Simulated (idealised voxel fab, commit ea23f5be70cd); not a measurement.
The document below concerns the process module designated voxel wiring stack.
Shown is cross-section cut, with a width of 235 nm and square cells of size 5 nm.
Cross-section spec: square-cell grid; bands listed top down; each band is one or more rows. Per band: top height and bottom height in nm, followed by the left-to-right materials and their widths in nm; "all across" marks a single material spanning edge to edge, "blank" marks empty space. The reference from which all heights are counted is 0, the level beneath which the as-received wafer is entirely one material; the lowest band, having no lower bound, proceeds downward and is written after the example "0 -> down". The two numbers in a width such as "30 to 40" mark its ends across the band: the first belongs to the top row of cells, the second to the bottom row, and from each row to the next the width moves by the same amount. Where the words "same as before" appear for a step, the cross-section shows no cell changed by that step; every cell remained as before. The label "Entrapped void list" introduces a list of the empty spaces, 8 cells or larger, that have no open way up to the top; each entry in it reads width x height at distance, where the distance is taken from the left edge and all three are stated in nm. Heads up: the bit after the settings on a step's line is the simulator's remark on that step. overlay nm: right-of-plan distance of the mask on a masked step; negative values mean left-of-plan.

So here's the lineup of process steps we planned
1,op RECEIVE | material Si
2,op CONFORMAL_DEP | material SiO2 | thk nm 10
3,op CONFORMAL_DEP | material SiCN | thk nm 5
4,op DIRECTIONAL_DEP | material lowk | thk nm 20
5,op DIRECTIONAL_DEP | material aC | thk nm 10
6,op PATTERN | tone open | mask id METAL_1 | material resist | width nm 20 | pitch nm 40 | thk nm 30 | overlay nm 0
7,op DIRECTIONAL_ETCH | etch materials aC | depth nm 10
8,op STRIP | etch materials resist
9,op DIRECTIONAL_ETCH | etch materials lowk | depth nm 20
10,op DIRECTIONAL_ETCH | etch materials SiCN | depth nm 5
11,op STRIP | etch materials aC
12,op CONFORMAL_DEP | material TiN | thk nm 5
13,op FILL_DEP | material Cu | thk nm 5
14,op CMP | height nm 35
15,op CONFORMAL_DEP | material SiCN | thk nm 5
16,op DIRECTIONAL_DEP | material lowk | thk nm 30
17,op MASKED_ETCH | tone open | mask id METAL_2_HOLES | width nm 15 | pitch nm 40 | etch materials lowk | depth nm 30 | overlay nm 0
18,op MASKED_ETCH | tone open | mask id METAL_2 | width nm 20 | pitch nm 40 | etch materials lowk | depth nm 20 | overlay nm 0
19,op MASKED_ETCH | tone open | mask id METAL_2 | width nm 20 | pitch nm 40 | etch materials SiCN | depth nm 5 | overlay nm 0
20,op CONFORMAL_DEP | material TiN | thk nm 5
21,op FILL_DEP | material Ru | thk nm 10
22,op CMP | height nm 70
23,op CONFORMAL_DEP | material SiCN | thk nm 5

Shown in cross-section is the wafer as received, that is, as it stands after step 1
	0 -> down = Si all across
	Entrapped void list: none

End-of-module XS, first of two wafers, run as planned
	75 -> 70 = SiCN all across
	70 -> 55 = lowk=85 | TiN=5 | Ru=10 | TiN=5 | lowk=20 | TiN=5 | Ru=10 | TiN=5 | lowk=90
	55 -> 50 = lowk=85 | TiN=5 | Ru=5 | TiN=10 | lowk=20 | TiN=5 | Ru=5 | TiN=10 | lowk=90
	50 -> 40 = lowk=85 | TiN=5 | Ru=5 | TiN=5 | lowk=25 | TiN=5 | Ru=5 | TiN=5 | lowk=95
	40 -> 35 = SiCN=85 | TiN=15 | SiCN=25 | TiN=15 | SiCN=95
	35 -> 15 = lowk=85 | TiN=5 | Cu=10 | TiN=5 | lowk=20 | TiN=5 | Cu=10 | TiN=5 | lowk=90
	15 -> 10 = SiCN=85 | TiN=20 | SiCN=20 | TiN=20 | SiCN=90
	10 -> 0 = SiO2 all across
	0 -> down = Si all across
	Entrapped void list: none

What the second wafer looks like in cross-section once the module is done. Its start and its plan matched the first wafer's exactly; what differed was one mistake in how it was run
	85 -> 70 = SiCN all across
	70 -> 55 = lowk=85 | TiN=5 | Ru=10 | TiN=5 | lowk=20 | TiN=5 | Ru=10 | TiN=5 | lowk=90
	55 -> 50 = lowk=85 | TiN=5 | Ru=5 | TiN=10 | lowk=20 | TiN=5 | Ru=5 | TiN=10 | lowk=90
	50 -> 40 = lowk=85 | TiN=5 | Ru=5 | TiN=5 | lowk=25 | TiN=5 | Ru=5 | TiN=5 | lowk=95
	40 -> 35 = SiCN=85 | TiN=15 | SiCN=25 | TiN=15 | SiCN=95
	35 -> 15 = lowk=85 | TiN=5 | Cu=10 | TiN=5 | lowk=20 | TiN=5 | Cu=10 | TiN=5 | lowk=90
	15 -> 10 = SiCN=85 | TiN=20 | SiCN=20 | TiN=20 | SiCN=90
	10 -> 0 = SiO2 all across
	0 -> down = Si all across
	Entrapped void list: none
Error vs. plan: step 23 changed vs plan, executed as op CONFORMAL_DEP | material SiCN | thk nm 15
Per the end-of-run cell counts, the second wafer holds more or fewer of some materials than the first: SiCN +94
